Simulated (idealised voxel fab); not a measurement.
Name of the process module below: voxel double patterning
We display cut, a cross-section 255 nm in width whose square cells are each 5 nm.
Notation: cross-section as square-cell grid; stated in bands, top first, going down; one or more cell rows per band.
What a band's entry tells you: where the top is and where the bottom is, as heights in nm, and after that what lies inside, material by material from left to right, each with its width in nm. Empty space is written as the word "empty", and a single material marked with the word "edge to edge" occupies the band from edge to edge.
It should be noted that heights are counted from 0, beneath which the wafer as supplied is of one material throughout, and that the lowest band possesses no lower boundary but continues downward, as written in "z 0 and below".
Width: "30..40" (first number = top row, second number = bottom row, same change from row to row of cells).
Where the words "changes: none" appear for a step, the cross-section shows no cell changed by that step; every cell remained as before.
The list in "Closed empty spaces" covers empty spaces of 8 cells or more that cannot reach the top through any open way, and it gives each as width x height at distance; the distance is from the left edge, and width, height and distance are in nm.
Formally, on a step line, whatever follows the settings is a remark that the simulator itself makes on the step.
Steps that use a mask can have "overlay nm" on their line. It says how far the mask sat to the right of where it was meant to be. Negative means to the left.

The planned process steps are enumerated hereunder:
- 1: RECEIVE,material Si
- 2: CONFORMAL_DEP,material SiO2,thk nm 5
- 3: DIRECTIONAL_DEP,material polySi,thk nm 10
- 4: DIRECTIONAL_DEP,material SiN,thk nm 5
- 5: PATTERN,tone open,mask id FIRST,material resist,width nm 15,pitch nm 50,thk nm 20,overlay nm 0
- 6: DIRECTIONAL_ETCH,etch materials SiN,depth nm 5
- 7: STRIP,etch materials resist
- 8: DIRECTIONAL_DEP,material aC,thk nm 10
- 9: PATTERN,tone open,mask id SECOND,material resist,width nm 15,pitch nm 50,thk nm 30,overlay nm 0
- 10: DIRECTIONAL_ETCH,etch materials aC,depth nm 10
- 11: STRIP,etch materials resist
- 12: DIRECTIONAL_ETCH,etch materials SiN,depth nm 5
- 13: STRIP,etch materials aC
- 14: DIRECTIONAL_ETCH,etch materials polySi,depth nm 5
- 15: STRIP,etch materials SiN
For clarity, it should be stated that the wafers under discussion commence in an identical condition and differ with respect to the depth nm of step 14, the plan indicating the value that the first wafer had.

First of several wafers, received after step 1, in cross-section:
    z 0 and below | Si edge to edge
    Closed empty spaces: none

Basically each wafer gets a line in the table, showing it at the end of the module: material by material, the cells it gained (+) or lost (-) since we got it, then its closed voids:
depth nm 5, +51 SiO2, +87 polySi, Closed empty spaces: none
depth nm 10, +51 SiO2, +72 polySi, Closed empty spaces: none
depth nm 15, +51 SiO2, +72 polySi, Closed empty spaces: none
depth nm 20, +51 SiO2, +72 polySi, Closed empty spaces: none
depth nm 25, +51 SiO2, +72 polySi, Closed empty spaces: none
